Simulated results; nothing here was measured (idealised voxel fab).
This section sets out a process module, namely voxel plated lines.
Xsec cut, 210 nm wide, square cell size 5 nm.
The cross-sections in this document take the form of a grid made of square cells. They are written out as bands, in order from top to bottom. Each band consists of one or more rows of cells. Read a band's entry like this: the first values are the height of its top and the height of its bottom in nm, and what follows is the sequence of materials from left to right, each with its width in nm. Note that "air" is empty space, and that a single material marked "throughout" reaches across the band from edge to edge. The reference from which all heights are counted is 0, the level beneath which the as-received wafer is entirely one material; the lowest band, having no lower bound, proceeds downward and is written after the example "0..down". With a width like "30->40", each row of cells in the band differs from the next by the same amount, the top row carrying the first number and the bottom row the second. Step marked "nothing altered"? Then no cell in the cross-section changed in it. This entry, "Non-vented voids", enumerates those empty regions of no fewer than 8 cells that possess no open connection to the top. Each region is reported in the form width x height at distance, the distance being taken from the left edge, with all three quantities expressed in nm. Past the settings on a step's line: simulator remark, on that step. "overlay nm", when on a step's line for a step with a mask, measures how far to the right of its planned place the mask lay; a negative measure means to the left.

Steps in the process plan
- 1: op RECEIVE | material Si
- 2: op CONFORMAL_DEP | material SiN | thk nm 10
- 3: op DIRECTIONAL_DEP | material TiN | thk nm 5
- 4: op PATTERN | tone open | mask id LINES | material resist | width nm 20 | pitch nm 45 | thk nm 30 | overlay nm 0
- 5: op EPI | material Ru | thk nm 10
- 6: op EPI | material Ru | thk nm 10
- 7: op STRIP | etch materials resist
- 8: op DIRECTIONAL_ETCH | etch materials TiN | depth nm 5
- 9: op CONFORMAL_DEP | material SiCN | thk nm 5

Delivered wafer in cross-section: state after step 1
0..down  Si throughout
Non-vented voids: none

Run as planned - first of the two wafers cross-sectioned at the end of the module
40..35  air 20 nm | SiCN 30 nm | air 15 nm | SiCN 30 nm | air 15 nm | SiCN 30 nm | air 15 nm | SiCN 30 nm | air 25 nm
35..15  air 20 nm | SiCN 5 nm | Ru 20 nm | SiCN 5 nm | air 15 nm | SiCN 5 nm | Ru 20 nm | SiCN 5 nm | air 15 nm | SiCN 5 nm | Ru 20 nm | SiCN 5 nm | air 15 nm | SiCN 5 nm | Ru 20 nm | SiCN 5 nm | air 25 nm
15..10  SiCN 25 nm | TiN 20 nm | SiCN 25 nm | TiN 20 nm | SiCN 25 nm | TiN 20 nm | SiCN 25 nm | TiN 20 nm | SiCN 30 nm
10..0  SiN throughout
0..down  Si throughout
Non-vented voids: none

Now the second wafer, cross-sectioned at the end of the module. Nothing different at the start, nothing different in the plan compared with the first, just one mistake when it was actually run
50..45  air 20 nm | SiCN 30 nm | air 15 nm | SiCN 30 nm | air 15 nm | SiCN 30 nm | air 15 nm | SiCN 30 nm | air 25 nm
45..25  air 20 nm | SiCN 5 nm | Ru 20 nm | SiCN 5 nm | air 15 nm | SiCN 5 nm | Ru 20 nm | SiCN 5 nm | air 15 nm | SiCN 5 nm | Ru 20 nm | SiCN 5 nm | air 15 nm | SiCN 5 nm | Ru 20 nm | SiCN 5 nm | air 25 nm
25..20  SiCN 25 nm | TiN 20 nm | SiCN 25 nm | TiN 20 nm | SiCN 25 nm | TiN 20 nm | SiCN 25 nm | TiN 20 nm | SiCN 30 nm
20..10  TiN throughout
10..0  SiN throughout
0..down  Si throughout
Non-vented voids: none
So what did we get wrong on this run? step 3 ran with different settings than intended, the actual operation and settings being op DIRECTIONAL_DEP | material TiN | thk nm 15
The closing comparison, in cells, has the second wafer with more or fewer of some materials than the first: +84 TiN
